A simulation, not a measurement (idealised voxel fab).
Title: Process Module voxel air gaps
Displayed cross-section: cut, width of 285 nm, square cells sized 5 nm.
A cross-section in this document is a grid of square cells, and it is written down as bands, the top band listed before the ones below it; a band is made up of one or more rows of cells.
In this notation a band is specified by the heights of its top and bottom, in that order and in nm, after which its materials appear from left to right, each paired with its width in nm. The word "throughout" attached to a single material means that material fills the band from edge to edge; the word "air" stands for empty space.
Heights are measured from 0, the level below which the as-received wafer is all one material; the lowest band has no bottom and continues downward, written as in "0 -> down".
It should be noted that a width expressed as "30 to 40" varies in equal increments from row to row of cells within the band, taking the value of the first number at the top row and that of the second number at the bottom row.
Key: "nothing altered" - step with no changed cell in the cross-section.
Empty spaces counting at least 8 cells and having no open way to the top are listed in "Enclosed void listing". The notation width x height at distance is used for each, the distance being from the left edge and all three values in nm.
It should be noted that, on the line of a given step, the content following the step's settings is a remark produced by the simulator itself with respect to that step.
The setting "overlay nm" may be written on the line of a step. When the step uses a mask, the value reports how far to the right of the planned place the mask lay, and a negative value reports that it lay to the left.

List of planned process steps
1,RECEIVE | material Si
2,CONFORMAL_DEP | material SiO2 | thk nm 10
3,CONFORMAL_DEP | material SiN | thk nm 5
4,DIRECTIONAL_DEP | material lowk | thk nm 40
5,PATTERN | tone open | mask id LINES | material resist | width nm 15 | pitch nm 45 | thk nm 15 | overlay nm 0
6,DIRECTIONAL_ETCH | etch materials lowk | depth nm 40
7,STRIP | etch materials resist
8,CONFORMAL_DEP | material TiN | thk nm 5
9,FILL_DEP | material W | thk nm 5
10,CMP | height nm 55
11,EPI | material Ru | thk nm 10
12,SELECTIVE_ETCH | etch materials lowk | depth nm 50
13,CONFORMAL_DEP | material SiN | thk nm 5

Here's what the wafer looked like in cross-section when it arrived - that's after step 1
0 -> down  Si throughout
Enclosed void listing: none

Module complete - cross-section of the first of two wafers, run according to plan
70 -> 65  air 75, then SiN 135, then air 75
65 -> 55  air 75, then SiN 5, then Ru 35, then SiN 10, then Ru 35, then SiN 10, then Ru 35, then SiN 5, then air 75
55 -> 50  air 75, then SiN 15, then TiN 5, then W 5, then TiN 5, then SiN 30, then TiN 5, then W 5, then TiN 5, then SiN 30, then TiN 5, then W 5, then TiN 5, then SiN 15, then air 75
50 -> 20  air 85, then SiN 5, then TiN 5, then W 5, then TiN 5, then SiN 5, then air 20, then SiN 5, then TiN 5, then W 5, then TiN 5, then SiN 5, then air 20, then SiN 5, then TiN 5, then W 5, then TiN 5, then SiN 5, then air 85
20 -> 15  SiN 90, then TiN 15, then SiN 30, then TiN 15, then SiN 30, then TiN 15, then SiN 90
15 -> 10  SiN throughout
10 -> 0  SiO2 throughout
0 -> down  Si throughout
Enclosed void listing: 20 x 30 at 110; 20 x 30 at 155

This is the second of the two wafers, cross-sectioned at the end of the module; it started exactly like the first and was given the same plan, but it was run with one mistake
65 -> 55  air 80, then Ru 35, then air 10, then Ru 35, then air 10, then Ru 35, then air 80
55 -> 20  air 90, then TiN 5, then W 5, then TiN 5, then air 30, then TiN 5, then W 5, then TiN 5, then air 30, then TiN 5, then W 5, then TiN 5, then air 90
20 -> 15  air 90, then TiN 15, then air 30, then TiN 15, then air 30, then TiN 15, then air 90
15 -> 10  SiN throughout
10 -> 0  SiO2 throughout
0 -> down  Si throughout
Enclosed void listing: none
The mistake made against the process plan was this: the plan's step 13 went unexecuted, having been skipped
Wrapping up, a cell-based count of both wafers puts the second over or under the first for these materials: 141 fewer of SiN
End state: 2 closed voids on the first wafer, 0 on the second.
